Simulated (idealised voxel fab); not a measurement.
This section sets out a process module, namely voxel gate over fins.
Pictured: cross-section cut, 215 nm wide, on a grid of 5 nm square cells.
Each cross-section below is a grid of square cells, stated as bands in top-down order, with one or more rows of cells making up each band. What a band's entry tells you: where the top is and where the bottom is, as heights in nm, and after that what lies inside, material by material from left to right, each with its width in nm. Empty space is written as the word "blank", and a single material marked with the word "full width" occupies the band from edge to edge. Basically, 0 is our baseline, since under it the wafer straight out of the box is all one material. The bottom band has no lower end and keeps on going down, so it looks like "0..down". With a width like "30 to 40", each row of cells in the band differs from the next by the same amount, the top row carrying the first number and the bottom row the second. "remains unaltered" after a step means that no cell of the cross-section changed. The label "Entrapped void list" introduces a list of the empty spaces, 8 cells or larger, that have no open way up to the top; each entry in it reads width x height at distance, where the distance is taken from the left edge and all three are stated in nm. That trailing text on a step's line, after the settings, is the simulator's own remark on the step. A step line may carry the setting "overlay nm", which, for steps involving a mask, states the distance by which the mask lay to the right of its intended position; negative values denote displacement to the left. Structure of the following material. The material consists of pairs of cross-sections. Each pair comprises the cross-section before one process step and the cross-section after that step, the latter shown only down to the lowest band that changed. The step between the cross-sections is specified beneath each pair, including its settings. Pairs are not necessarily consecutive: they may derive from different runs of this module performed on the same starting wafer. Continuity with the pair above is to be assumed only where the entry headed "Ahead of processing" of the pair in question states it.

Ahead of processing
- 10..0  75 nm SiO2; 15 nm SiN; 20 nm SiO2; 15 nm SiN; 90 nm SiO2
- 0..-35  75 nm SiO2; 15 nm Si; 20 nm SiO2; 15 nm Si; 90 nm SiO2
- -35..down  Si full width
- Entrapped void list: none

Post-Step Appearance
- 10..0  75 nm blank; 15 nm SiN; 20 nm blank; 15 nm SiN; 90 nm blank
- 0..-10  75 nm blank; 15 nm Si; 20 nm blank; 15 nm Si; 90 nm blank
- All layers under -10 are left as they were.
- Entrapped void list: none
Which process step falls between the two cross-sections above? SELECTIVE_ETCH (etch materials SiO2; depth nm 20)

Ahead of processing: taken from the pair above, after panel.

Post-Step Appearance
- 0..-10  75 nm blank; 15 nm Si; 20 nm blank; 15 nm Si; 90 nm blank
- All layers under -10 are left as they were.
- Entrapped void list: none
Which process step falls between the two cross-sections above? STRIP (etch materials SiN)

Ahead of processing: taken from the pair above, after panel.

Post-Step Appearance
- 5..0  70 nm blank; 25 nm HfO2; 10 nm blank; 25 nm HfO2; 85 nm blank
- 0..-5  70 nm blank; 5 nm HfO2; 15 nm Si; 5 nm HfO2; 10 nm blank; 5 nm HfO2; 15 nm Si; 5 nm HfO2; 85 nm blank
- -5..-10  75 nm HfO2; 15 nm Si; 20 nm HfO2; 15 nm Si; 90 nm HfO2
- All layers under -10 are left as they were.
- Entrapped void list: none
Which process step falls between the two cross-sections above? CONFORMAL_DEP (material HfO2; thk nm 5)

Ahead of processing: taken from the pair above, after panel.

Post-Step Appearance
- 10..5  65 nm blank; 70 nm TiN; 80 nm blank
- 5..0  65 nm blank; 5 nm TiN; 25 nm HfO2; 10 nm TiN; 25 nm HfO2; 5 nm TiN; 80 nm blank
- 0..-5  70 nm TiN; 5 nm HfO2; 15 nm Si; 5 nm HfO2; 10 nm TiN; 5 nm HfO2; 15 nm Si; 5 nm HfO2; 85 nm TiN
- All layers under -5 are left as they were.
- Entrapped void list: none
Which process step falls between the two cross-sections above? CONFORMAL_DEP (material TiN; thk nm 5)

Ahead of processing: taken from the pair above, after panel.

Post-Step Appearance
- 15..10  60 nm blank; 80 nm TiAl; 75 nm blank
- 10..5  60 nm blank; 5 nm TiAl; 70 nm TiN; 5 nm TiAl; 75 nm blank
- 5..0  65 nm TiAl; 5 nm TiN; 25 nm HfO2; 10 nm TiN; 25 nm HfO2; 5 nm TiN; 80 nm TiAl
- All layers under 0 are left as they were.
- Entrapped void list: none
Which process step falls between the two cross-sections above? CONFORMAL_DEP (material TiAl; thk nm 5)

Ahead of processing: taken from the pair above, after panel.

Post-Step Appearance
- 20..15  55 nm blank; 90 nm TiN; 70 nm blank
- 15..10  55 nm blank; 5 nm TiN; 80 nm TiAl; 5 nm TiN; 70 nm blank
- 10..5  60 nm TiN; 5 nm TiAl; 70 nm TiN; 5 nm TiAl; 75 nm TiN
- All layers under 5 are left as they were.
- Entrapped void list: none
Which process step falls between the two cross-sections above? CONFORMAL_DEP (material TiN; thk nm 5)

Ahead of processing: taken from the pair above, after panel.

Post-Step Appearance
- 30..20  W full width
- 20..15  55 nm W; 90 nm TiN; 70 nm W
- 15..10  55 nm W; 5 nm TiN; 80 nm TiAl; 5 nm TiN; 70 nm W
- All layers under 10 are left as they were.
- Entrapped void list: none
Which process step falls between the two cross-sections above? FILL_DEP (material W; thk nm 10)

Ahead of processing: taken from the pair above, after panel.

Post-Step Appearance
- 25..20  W full width
- All layers under 20 are left as they were.
- Entrapped void list: none
Which process step falls between the two cross-sections above? CMP (height nm 25)

Ahead of processing: taken from the pair above, after panel.

Post-Step Appearance
- 35..25  SiN full width
- All layers under 25 are left as they were.
- Entrapped void list: none
Which process step falls between the two cross-sections above? CONFORMAL_DEP (material SiN; thk nm 10)

Ahead of processing
- 10..0  80 nm blank; 15 nm SiN; 20 nm blank; 15 nm SiN; 85 nm blank
- 0..-35  80 nm blank; 15 nm Si; 20 nm blank; 15 nm Si; 85 nm blank
- -35..down  Si full width
- Entrapped void list: none

Post-Step Appearance
- 25..10  aC full width
- 10..0  80 nm aC; 15 nm SiN; 20 nm aC; 15 nm SiN; 85 nm aC
- 0..-35  80 nm aC; 15 nm Si; 20 nm aC; 15 nm Si; 85 nm aC
- All layers under -35 are left as they were.
- Entrapped void list: none
Which process step falls between the two cross-sections above? FILL_DEP (material aC; thk nm 15)

Ahead of processing: taken from the pair above, after panel.

Post-Step Appearance
- 10..0  80 nm aC; 15 nm SiN; 20 nm aC; 15 nm SiN; 85 nm aC
- All layers under 0 are left as they were.
- Entrapped void list: none
Which process step falls between the two cross-sections above? CMP (height nm 10)

Ahead of processing: taken from the pair above, after panel.

Post-Step Appearance
- 10..0  80 nm aC; 15 nm blank; 20 nm aC; 15 nm blank; 85 nm aC
- All layers under 0 are left as they were.
- Entrapped void list: none
Which process step falls between the two cross-sections above? STRIP (etch materials SiN)

Ahead of processing: taken from the pair above, after panel.

Post-Step Appearance
- 15..10  85 nm HfO2; 5 nm blank; 30 nm HfO2; 5 nm blank; 90 nm HfO2
- 10..5  80 nm aC; 5 nm HfO2; 5 nm blank; 5 nm HfO2; 20 nm aC; 5 nm HfO2; 5 nm blank; 5 nm HfO2; 85 nm aC
- 5..0  80 nm aC; 15 nm HfO2; 20 nm aC; 15 nm HfO2; 85 nm aC
- All layers under 0 are left as they were.
- Entrapped void list: none
Which process step falls between the two cross-sections above? CONFORMAL_DEP (material HfO2; thk nm 5)

Ahead of processing: taken from the pair above, after panel.

Post-Step Appearance
- 20..15  TiN full width
- 15..10  85 nm HfO2; 5 nm TiN; 30 nm HfO2; 5 nm TiN; 90 nm HfO2
- 10..5  80 nm aC; 5 nm HfO2; 5 nm TiN; 5 nm HfO2; 20 nm aC; 5 nm HfO2; 5 nm TiN; 5 nm HfO2; 85 nm aC
- All layers under 5 are left as they were.
- Entrapped void list: none
Which process step falls between the two cross-sections above? CONFORMAL_DEP (material TiN; thk nm 5)

Ahead of processing: taken from the pair above, after panel.

Post-Step Appearance
- 25..20  TiAl full width
- All layers under 20 are left as they were.
- Entrapped void list: none
Which process step falls between the two cross-sections above? CONFORMAL_DEP (material TiAl; thk nm 5)

Ahead of processing: taken from the pair above, after panel.

Post-Step Appearance
- 30..25  TiN full width
- All layers under 25 are left as they were.
- Entrapped void list: none
Which process step falls between the two cross-sections above? CONFORMAL_DEP (material TiN; thk nm 5)

Ahead of processing: taken from the pair above, after panel.

Post-Step Appearance
- 40..30  W full width
- All layers under 30 are left as they were.
- Entrapped void list: none
Which process step falls between the two cross-sections above? FILL_DEP (material W; thk nm 10)

Ahead of processing: taken from the pair above, after panel.

Post-Step Appearance
- 25..20  TiAl full width
- All layers under 20 are left as they were.
- Entrapped void list: none
Which process step falls between the two cross-sections above? CMP (height nm 25)

Ahead of processing: taken from the pair above, after panel.

Post-Step Appearance
- 35..25  SiN full width
- All layers under 25 are left as they were.
- Entrapped void list: none
Which process step falls between the two cross-sections above? CONFORMAL_DEP (material SiN; thk nm 10)

Ahead of processing
- 20..10  aC full width
- 10..0  SiN full width
- 0..down  Si full width
- Entrapped void list: none

Post-Step Appearance
- 50..20  80 nm resist; 15 nm blank; 20 nm resist; 15 nm blank; 85 nm resist
- All layers under 20 are left as they were.
- Entrapped void list: none
Which process step falls between the two cross-sections above? PATTERN (tone open; mask id FINS; material resist; width nm 15; pitch nm 35; thk nm 30; overlay nm 0)

Ahead of processing: taken from the pair above, after panel.

Post-Step Appearance
- 40..20  80 nm resist; 15 nm blank; 20 nm resist; 15 nm blank; 85 nm resist
- 20..10  80 nm aC; 15 nm blank; 20 nm aC; 15 nm blank; 85 nm aC
- All layers under 10 are left as they were.
- Entrapped void list: none
Which process step falls between the two cross-sections above? DIRECTIONAL_ETCH (etch materials aC; depth nm 10)

Ahead of processing: taken from the pair above, after panel.

Post-Step Appearance
- 20..10  80 nm aC; 15 nm blank; 20 nm aC; 15 nm blank; 85 nm aC
- All layers under 10 are left as they were.
- Entrapped void list: none
Which process step falls between the two cross-sections above? STRIP (etch materials resist)

Ahead of processing: taken from the pair above, after panel.

Post-Step Appearance
- 20..10  80 nm aC; 15 nm blank; 20 nm aC; 15 nm blank; 85 nm aC
- 10..0  80 nm SiN; 15 nm blank; 20 nm SiN; 15 nm blank; 85 nm SiN
- All layers under 0 are left as they were.
- Entrapped void list: none
Which process step falls between the two cross-sections above? DIRECTIONAL_ETCH (etch materials SiN; depth nm 10)

Ahead of processing: taken from the pair above, after panel.

Post-Step Appearance
- 20..10  80 nm aC; 15 nm blank; 20 nm aC; 15 nm blank; 85 nm aC
- 10..0  80 nm SiN; 15 nm blank; 20 nm SiN; 15 nm blank; 85 nm SiN
- 0..-35  80 nm Si; 15 nm blank; 20 nm Si; 15 nm blank; 85 nm Si
- All layers under -35 are left as they were.
- Entrapped void list: none
Which process step falls between the two cross-sections above? DIRECTIONAL_ETCH (etch materials Si; depth nm 35)

Ahead of processing: taken from the pair above, after panel.

Post-Step Appearance
- 10..0  80 nm SiN; 15 nm blank; 20 nm SiN; 15 nm blank; 85 nm SiN
- All layers under 0 are left as they were.
- Entrapped void list: none
Which process step falls between the two cross-sections above? STRIP (etch materials aC)

Ahead of processing: taken from the pair above, after panel.

Post-Step Appearance
- 25..10  SiO2 full width
- 10..0  80 nm SiN; 15 nm SiO2; 20 nm SiN; 15 nm SiO2; 85 nm SiN
- 0..-35  80 nm Si; 15 nm SiO2; 20 nm Si; 15 nm SiO2; 85 nm Si
- All layers under -35 are left as they were.
- Entrapped void list: none
Which process step falls between the two cross-sections above? FILL_DEP (material SiO2; thk nm 15)

Ahead of processing: taken from the pair above, after panel.

Post-Step Appearance
- 10..0  80 nm SiN; 15 nm SiO2; 20 nm SiN; 15 nm SiO2; 85 nm SiN
- All layers under 0 are left as they were.
- Entrapped void list: none
Which process step falls between the two cross-sections above? CMP (height nm 10)

Ahead of processing: taken from the pair above, after panel.

Post-Step Appearance
- 10..0  80 nm SiN; 15 nm blank; 20 nm SiN; 15 nm blank; 85 nm SiN
- 0..-10  80 nm Si; 15 nm blank; 20 nm Si; 15 nm blank; 85 nm Si
- All layers under -10 are left as they were.
- Entrapped void list: none
Which process step falls between the two cross-sections above? SELECTIVE_ETCH (etch materials SiO2; depth nm 20)

Ahead of processing: taken from the pair above, after panel.

Post-Step Appearance
- 0..-10  80 nm Si; 15 nm blank; 20 nm Si; 15 nm blank; 85 nm Si
- All layers under -10 are left as they were.
- Entrapped void list: none
Which process step falls between the two cross-sections above? STRIP (etch materials SiN)

Ahead of processing: taken from the pair above, after panel.

Post-Step Appearance
- 5..0  85 nm HfO2; 5 nm blank; 30 nm HfO2; 5 nm blank; 90 nm HfO2
- 0..-5  80 nm Si; 5 nm HfO2; 5 nm blank; 5 nm HfO2; 20 nm Si; 5 nm HfO2; 5 nm blank; 5 nm HfO2; 85 nm Si
- -5..-10  80 nm Si; 15 nm HfO2; 20 nm Si; 15 nm HfO2; 85 nm Si
- All layers under -10 are left as they were.
- Entrapped void list: none
Which process step falls between the two cross-sections above? CONFORMAL_DEP (material HfO2; thk nm 5)

Ahead of processing: taken from the pair above, after panel.

Post-Step Appearance
- 10..5  TiN full width
- 5..0  85 nm HfO2; 5 nm TiN; 30 nm HfO2; 5 nm TiN; 90 nm HfO2
- 0..-5  80 nm Si; 5 nm HfO2; 5 nm TiN; 5 nm HfO2; 20 nm Si; 5 nm HfO2; 5 nm TiN; 5 nm HfO2; 85 nm Si
- All layers under -5 are left as they were.
- Entrapped void list: none
Which process step falls between the two cross-sections above? CONFORMAL_DEP (material TiN; thk nm 5)

Ahead of processing: taken from the pair above, after panel.

Post-Step Appearance
- 15..10  TiAl full width
- All layers under 10 are left as they were.
- Entrapped void list: none
Which process step falls between the two cross-sections above? CONFORMAL_DEP (material TiAl; thk nm 5)

Ahead of processing: taken from the pair above, after panel.

Post-Step Appearance
- 20..15  TiN full width
- All layers under 15 are left as they were.
- Entrapped void list: none
Which process step falls between the two cross-sections above? CONFORMAL_DEP (material TiN; thk nm 5)

Ahead of processing: taken from the pair above, after panel.

Post-Step Appearance
- 30..20  W full width
- All layers under 20 are left as they were.
- Entrapped void list: none
Which process step falls between the two cross-sections above? FILL_DEP (material W; thk nm 10)

Ahead of processing: taken from the pair above, after panel.

Post-Step Appearance
- 25..20  W full width
- All layers under 20 are left as they were.
- Entrapped void list: none
Which process step falls between the two cross-sections above? CMP (height nm 25)

Ahead of processing: taken from the pair above, after panel.

Post-Step Appearance
- 35..25  SiN full width
- All layers under 25 are left as they were.
- Entrapped void list: none
Which process step falls between the two cross-sections above? CONFORMAL_DEP (material SiN; thk nm 10)
